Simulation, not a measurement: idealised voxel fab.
process module | voxel gate over fins
cross-section cut | 215 nm wide | cells 5 nm
A cross-section is a grid of square cells, given in bands from the top down. A band is one or more rows of cells.
Each band's line starts with the height of the band's top and of its bottom, in nm. Then come its materials from left to right, each with its width in nm. One material with "throughout" fills the band from edge to edge. "air" is empty space.
Height 0 is the level under which the wafer as received is all one material. The lowest band goes on downwards, as in "0 down".
A width such as "30 to 40" changes by the same amount from each row of cells to the next, from the band's top row to its bottom row.
"no change" after a step means that no cell of the cross-section changed.
closed voids: empty space of 8 cells or more with no open way to the top, each as width x height at its distance from the left edge, in nm
after a step's settings: what the simulator itself notes on the step
overlay nm, on a step with a mask: how far to the right of its planned place the mask lay; to the left if negative
plan
1 op RECEIVE | material Si
2 op CONFORMAL_DEP | material SiN | thk nm 10
3 op DIRECTIONAL_DEP | material aC | thk nm 10
4 op PATTERN | tone cover | mask id FINS | material resist | width nm 15 | pitch nm 45 | thk nm 25 | overlay nm 0
5 op DIRECTIONAL_ETCH | etch materials aC | depth nm 10
6 op STRIP | etch materials resist
7 op DIRECTIONAL_ETCH | etch materials SiN | depth nm 10
8 op DIRECTIONAL_ETCH | etch materials Si | depth nm 35
9 op STRIP | etch materials aC
10 op FILL_DEP | material SiO2 | thk nm 15
11 op CMP | height nm 10
12 op SELECTIVE_ETCH | etch materials SiO2 | depth nm 25
13 op STRIP | etch materials SiN
14 op CONFORMAL_DEP | material HfO2 | thk nm 5
15 op CONFORMAL_DEP | material TiN | thk nm 5
16 op FILL_DEP | material W | thk nm 10
17 op CMP | height nm 15
18 op CONFORMAL_DEP | material SiCN | thk nm 10
first wafer, as planned
as received, after step 1
  0 down: Si throughout
  closed voids: none
after step 2
  10 to 0: SiN throughout
  below 0: unchanged
after step 3
  20 to 10: aC throughout
  below 10: unchanged
after step 4
  45 to 20: air 55 | resist 15 | air 30 | resist 15 | air 30 | resist 15 | air 55
  below 20: unchanged
after step 5
  35 to 20: air 55 | resist 15 | air 30 | resist 15 | air 30 | resist 15 | air 55
  20 to 10: air 55 | aC 15 | air 30 | aC 15 | air 30 | aC 15 | air 55
  below 10: unchanged
after step 6
  20 to 10: air 55 | aC 15 | air 30 | aC 15 | air 30 | aC 15 | air 55
  below 10: unchanged
after step 7
  20 to 10: air 55 | aC 15 | air 30 | aC 15 | air 30 | aC 15 | air 55
  10 to 0: air 55 | SiN 15 | air 30 | SiN 15 | air 30 | SiN 15 | air 55
  below 0: unchanged
after step 8
  20 to 10: air 55 | aC 15 | air 30 | aC 15 | air 30 | aC 15 | air 55
  10 to 0: air 55 | SiN 15 | air 30 | SiN 15 | air 30 | SiN 15 | air 55
  0 to -35: air 55 | Si 15 | air 30 | Si 15 | air 30 | Si 15 | air 55
  below -35: unchanged
after step 9
  10 to 0: air 55 | SiN 15 | air 30 | SiN 15 | air 30 | SiN 15 | air 55
  below 0: unchanged
after step 10
  25 to 10: SiO2 throughout
  10 to 0: SiO2 55 | SiN 15 | SiO2 30 | SiN 15 | SiO2 30 | SiN 15 | SiO2 55
  0 to -35: SiO2 55 | Si 15 | SiO2 30 | Si 15 | SiO2 30 | Si 15 | SiO2 55
  below -35: unchanged
after step 11
  10 to 0: SiO2 55 | SiN 15 | SiO2 30 | SiN 15 | SiO2 30 | SiN 15 | SiO2 55
  below 0: unchanged
after step 12
  10 to 0: air 55 | SiN 15 | air 30 | SiN 15 | air 30 | SiN 15 | air 55
  0 to -15: air 55 | Si 15 | air 30 | Si 15 | air 30 | Si 15 | air 55
  below -15: unchanged
after step 13
  0 to -15: air 55 | Si 15 | air 30 | Si 15 | air 30 | Si 15 | air 55
  below -15: unchanged
after step 14
  5 to 0: air 50 | HfO2 25 | air 20 | HfO2 25 | air 20 | HfO2 25 | air 50
  0 to -10: air 50 | HfO2 5 | Si 15 | HfO2 5 | air 20 | HfO2 5 | Si 15 | HfO2 5 | air 20 | HfO2 5 | Si 15 | HfO2 5 | air 50
  -10 to -15: HfO2 55 | Si 15 | HfO2 30 | Si 15 | HfO2 30 | Si 15 | HfO2 55
  below -15: unchanged
after step 15
  10 to 5: air 45 | TiN 35 | air 10 | TiN 35 | air 10 | TiN 35 | air 45
  5 to 0: air 45 | TiN 5 | HfO2 25 | TiN 5 | air 10 | TiN 5 | HfO2 25 | TiN 5 | air 10 | TiN 5 | HfO2 25 | TiN 5 | air 45
  0 to -5: air 45 | TiN 5 | HfO2 5 | Si 15 | HfO2 5 | TiN 5 | air 10 | TiN 5 | HfO2 5 | Si 15 | HfO2 5 | TiN 5 | air 10 | TiN 5 | HfO2 5 | Si 15 | HfO2 5 | TiN 5 | air 45
  -5 to -10: TiN 50 | HfO2 5 | Si 15 | HfO2 5 | TiN 20 | HfO2 5 | Si 15 | HfO2 5 | TiN 20 | HfO2 5 | Si 15 | HfO2 5 | TiN 50
  below -10: unchanged
after step 16
  20 to 10: W throughout
  10 to 5: W 45 | TiN 35 | W 10 | TiN 35 | W 10 | TiN 35 | W 45
  5 to 0: W 45 | TiN 5 | HfO2 25 | TiN 5 | W 10 | TiN 5 | HfO2 25 | TiN 5 | W 10 | TiN 5 | HfO2 25 | TiN 5 | W 45
  0 to -5: W 45 | TiN 5 | HfO2 5 | Si 15 | HfO2 5 | TiN 5 | W 10 | TiN 5 | HfO2 5 | Si 15 | HfO2 5 | TiN 5 | W 10 | TiN 5 | HfO2 5 | Si 15 | HfO2 5 | TiN 5 | W 45
  below -5: unchanged
after step 17
  15 to 10: W throughout
  below 10: unchanged
after step 18
  25 to 15: SiCN throughout
  below 15: unchanged
second wafer: like start, like plan, one mistake. Through step 3 it matches the first wafer
when step 4 should have ended
  45 to 20: air 50 | resist 25 | air 20 | resist 25 | air 20 | resist 25 | air 50
  below 20: unchanged
when step 5 should have ended
  35 to 20: air 50 | resist 25 | air 20 | resist 25 | air 20 | resist 25 | air 50
  20 to 10: air 50 | aC 25 | air 20 | aC 25 | air 20 | aC 25 | air 50
  below 10: unchanged
when step 6 should have ended
  20 to 10: air 50 | aC 25 | air 20 | aC 25 | air 20 | aC 25 | air 50
  below 10: unchanged
when step 7 should have ended
  20 to 10: air 50 | aC 25 | air 20 | aC 25 | air 20 | aC 25 | air 50
  10 to 0: air 50 | SiN 25 | air 20 | SiN 25 | air 20 | SiN 25 | air 50
  below 0: unchanged
when step 8 should have ended
  20 to 10: air 50 | aC 25 | air 20 | aC 25 | air 20 | aC 25 | air 50
  10 to 0: air 50 | SiN 25 | air 20 | SiN 25 | air 20 | SiN 25 | air 50
  0 to -35: air 50 | Si 25 | air 20 | Si 25 | air 20 | Si 25 | air 50
  below -35: unchanged
when step 9 should have ended
  10 to 0: air 50 | SiN 25 | air 20 | SiN 25 | air 20 | SiN 25 | air 50
  below 0: unchanged
when step 10 should have ended
  25 to 10: SiO2 throughout
  10 to 0: SiO2 50 | SiN 25 | SiO2 20 | SiN 25 | SiO2 20 | SiN 25 | SiO2 50
  0 to -35: SiO2 50 | Si 25 | SiO2 20 | Si 25 | SiO2 20 | Si 25 | SiO2 50
  below -35: unchanged
when step 11 should have ended
  10 to 0: SiO2 50 | SiN 25 | SiO2 20 | SiN 25 | SiO2 20 | SiN 25 | SiO2 50
  below 0: unchanged
when step 12 should have ended
  10 to 0: air 50 | SiN 25 | air 20 | SiN 25 | air 20 | SiN 25 | air 50
  0 to -15: air 50 | Si 25 | air 20 | Si 25 | air 20 | Si 25 | air 50
  below -15: unchanged
when step 13 should have ended
  0 to -15: air 50 | Si 25 | air 20 | Si 25 | air 20 | Si 25 | air 50
  below -15: unchanged
when step 14 should have ended
  5 to 0: air 45 | HfO2 35 | air 10 | HfO2 35 | air 10 | HfO2 35 | air 45
  0 to -10: air 45 | HfO2 5 | Si 25 | HfO2 5 | air 10 | HfO2 5 | Si 25 | HfO2 5 | air 10 | HfO2 5 | Si 25 | HfO2 5 | air 45
  -10 to -15: HfO2 50 | Si 25 | HfO2 20 | Si 25 | HfO2 20 | Si 25 | HfO2 50
  below -15: unchanged
when step 15 should have ended
  10 to 5: air 40 | TiN 135 | air 40
  5 to 0: air 40 | TiN 5 | HfO2 35 | TiN 10 | HfO2 35 | TiN 10 | HfO2 35 | TiN 5 | air 40
  0 to -5: air 40 | TiN 5 | HfO2 5 | Si 25 | HfO2 5 | TiN 10 | HfO2 5 | Si 25 | HfO2 5 | TiN 10 | HfO2 5 | Si 25 | HfO2 5 | TiN 5 | air 40
  -5 to -10: TiN 45 | HfO2 5 | Si 25 | HfO2 5 | TiN 10 | HfO2 5 | Si 25 | HfO2 5 | TiN 10 | HfO2 5 | Si 25 | HfO2 5 | TiN 45
  below -10: unchanged
when step 16 should have ended
  20 to 10: W throughout
  10 to 5: W 40 | TiN 135 | W 40
  5 to 0: W 40 | TiN 5 | HfO2 35 | TiN 10 | HfO2 35 | TiN 10 | HfO2 35 | TiN 5 | W 40
  0 to -5: W 40 | TiN 5 | HfO2 5 | Si 25 | HfO2 5 | TiN 10 | HfO2 5 | Si 25 | HfO2 5 | TiN 10 | HfO2 5 | Si 25 | HfO2 5 | TiN 5 | W 40
  below -5: unchanged
when step 17 should have ended
  15 to 10: W throughout
  below 10: unchanged
when step 18 should have ended
  25 to 15: SiCN throughout
  below 15: unchanged
what went wrong: step 4 ran as: op PATTERN | tone cover | mask id FINS | material resist | width nm 25 | pitch nm 45 | thk nm 25 | overlay nm 0
at the end the second wafer has, in cells: 42 more of Si | 24 fewer of SiO2 | 18 fewer of W
